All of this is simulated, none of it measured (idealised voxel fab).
Herein follows the process module entitled voxel ribs on slabs.
Xsec cut, 285 nm wide, square cell size 5 nm.
Notation: cross-section as square-cell grid; stated in bands, top first, going down; one or more cell rows per band.
A band entry consists of two parts. The first gives the height of the band's top and the height of its bottom, in nm. The rest lists the band's materials from left to right, each with its width in nm. A single material labelled with the word "throughout" fills the band from edge to edge, and the word "empty" marks empty space.
Beneath 0, the wafer as received is one material, and that level is where height counting begins. The lowest band goes on downward without a bottom; it is written like "0 down".
Width "30->40": first value at the band's top row of cells, second value at its bottom row, equal change from row to row.
Step note "everything unchanged" = no cross-section cell changed.
You'll see "Internal closed voids" listing empty spaces that have no way open to the top, as long as they're 8 cells or more; the notation is width x height at distance, where the distance is from the left edge, and all of it is in nm.
It should be noted that, on the line of a given step, the content following the step's settings is a remark produced by the simulator itself with respect to that step.
Regarding "overlay nm": on a step with a mask, it is the distance the mask lay to the right of its planned place; a negative value places it to the left.
THE FOLLOWING LIST GIVES THE PLANNED PROCESS STEPS
step 1: op RECEIVE | material Si
step 2: op DIRECTIONAL_DEP | material SiO2 | thk nm 25
step 3: op DIRECTIONAL_DEP | material SiN | thk nm 15
step 4: op PATTERN | tone cover | mask id RIB | material resist | width nm 30 | thk nm 15 | overlay nm 0
step 5: op DIRECTIONAL_ETCH | etch materials SiN | depth nm 10
step 6: op STRIP | etch materials resist
step 7: op MASKED_ETCH | tone cover | mask id SLAB | width nm 70 | etch materials SiN | depth nm 5 | overlay nm 0
step 8: op FILL_DEP | material SiO2 | thk nm 25
step 9: op CMP | height nm 60
step 10: op DIRECTIONAL_DEP | material TiN | thk nm 10
step 11: op DIRECTIONAL_DEP | material aC | thk nm 10
step 12: op PATTERN | tone cover | mask id HEATER | material resist | width nm 40 | thk nm 30 | overlay nm 0
step 13: op DIRECTIONAL_ETCH | etch materials aC | depth nm 10
step 14: op STRIP | etch materials resist
step 15: op DIRECTIONAL_ETCH | etch materials TiN | depth nm 10
step 16: op STRIP | etch materials aC
step 17: op CONFORMAL_DEP | material SiN | thk nm 5
OF TWO WAFERS, THE FIRST: RUN ACCORDING TO PLAN
CROSS-SECTIONAL VIEW OF THE WAFER IN ITS AS-RECEIVED CONDITION, CORRESPONDING TO THE STATE AFTER STEP 1
    0 down | Si throughout
    Internal closed voids: none
STATE OF THE WAFER AFTER STEP 2, SHOWN IN CROSS-SECTION
    25 to 0 | SiO2 throughout
    Beneath the level 0, the cross-section is identical to its previous state.
STATE OF THE WAFER AFTER STEP 3, SHOWN IN CROSS-SECTION
    40 to 25 | SiN throughout
    Beneath the level 25, the cross-section is identical to its previous state.
STATE OF THE WAFER AFTER STEP 4, SHOWN IN CROSS-SECTION
    55 to 40 | empty 125, resist 30, empty 130
    Beneath the level 40, the cross-section is identical to its previous state.
STATE OF THE WAFER AFTER STEP 5, SHOWN IN CROSS-SECTION
    55 to 40 | empty 125, resist 30, empty 130
    40 to 30 | empty 125, SiN 30, empty 130
    Beneath the level 30, the cross-section is identical to its previous state.
STATE OF THE WAFER AFTER STEP 6, SHOWN IN CROSS-SECTION
    40 to 30 | empty 125, SiN 30, empty 130
    Beneath the level 30, the cross-section is identical to its previous state.
STATE OF THE WAFER AFTER STEP 7, SHOWN IN CROSS-SECTION
    40 to 30 | empty 125, SiN 30, empty 130
    30 to 25 | empty 105, SiN 70, empty 110
    Beneath the level 25, the cross-section is identical to its previous state.
STATE OF THE WAFER AFTER STEP 8, SHOWN IN CROSS-SECTION
    65 to 40 | SiO2 throughout
    40 to 30 | SiO2 125, SiN 30, SiO2 130
    30 to 25 | SiO2 105, SiN 70, SiO2 110
    Beneath the level 25, the cross-section is identical to its previous state.
STATE OF THE WAFER AFTER STEP 9, SHOWN IN CROSS-SECTION
    60 to 40 | SiO2 throughout
    Beneath the level 40, the cross-section is identical to its previous state.
STATE OF THE WAFER AFTER STEP 10, SHOWN IN CROSS-SECTION
    70 to 60 | TiN throughout
    Beneath the level 60, the cross-section is identical to its previous state.
STATE OF THE WAFER AFTER STEP 11, SHOWN IN CROSS-SECTION
    80 to 70 | aC throughout
    Beneath the level 70, the cross-section is identical to its previous state.
STATE OF THE WAFER AFTER STEP 12, SHOWN IN CROSS-SECTION
    110 to 80 | empty 120, resist 40, empty 125
    Beneath the level 80, the cross-section is identical to its previous state.
STATE OF THE WAFER AFTER STEP 13, SHOWN IN CROSS-SECTION
    100 to 80 | empty 120, resist 40, empty 125
    80 to 70 | empty 120, aC 40, empty 125
    Beneath the level 70, the cross-section is identical to its previous state.
STATE OF THE WAFER AFTER STEP 14, SHOWN IN CROSS-SECTION
    80 to 70 | empty 120, aC 40, empty 125
    Beneath the level 70, the cross-section is identical to its previous state.
STATE OF THE WAFER AFTER STEP 15, SHOWN IN CROSS-SECTION
    80 to 70 | empty 120, aC 40, empty 125
    70 to 60 | empty 120, TiN 40, empty 125
    Beneath the level 60, the cross-section is identical to its previous state.
STATE OF THE WAFER AFTER STEP 16, SHOWN IN CROSS-SECTION
    70 to 60 | empty 120, TiN 40, empty 125
    Beneath the level 60, the cross-section is identical to its previous state.
STATE OF THE WAFER AFTER STEP 17, SHOWN IN CROSS-SECTION
    75 to 70 | empty 115, SiN 50, empty 120
    70 to 65 | empty 115, SiN 5, TiN 40, SiN 5, empty 120
    65 to 60 | SiN 120, TiN 40, SiN 125
    Beneath the level 60, the cross-section is identical to its previous state.
REGARDING THE SECOND OF THE TWO WAFERS: IT SHARED THE FIRST WAFER'S STARTING CONDITION AND PROCESS PLAN, YET ONE ERROR OCCURRED DURING ITS EXECUTION. ITS HISTORY COINCIDES WITH THAT OF THE FIRST WAFER UP TO AND INCLUDING STEP 16
Second wafer, sectioned view, at step 17's planned end time: everything unchanged
Nonconformance to the process plan: step 17 of the plan was bypassed and not carried out
FYI, end of process, the second wafer has more or fewer cells of some materials than the first: -61 SiN
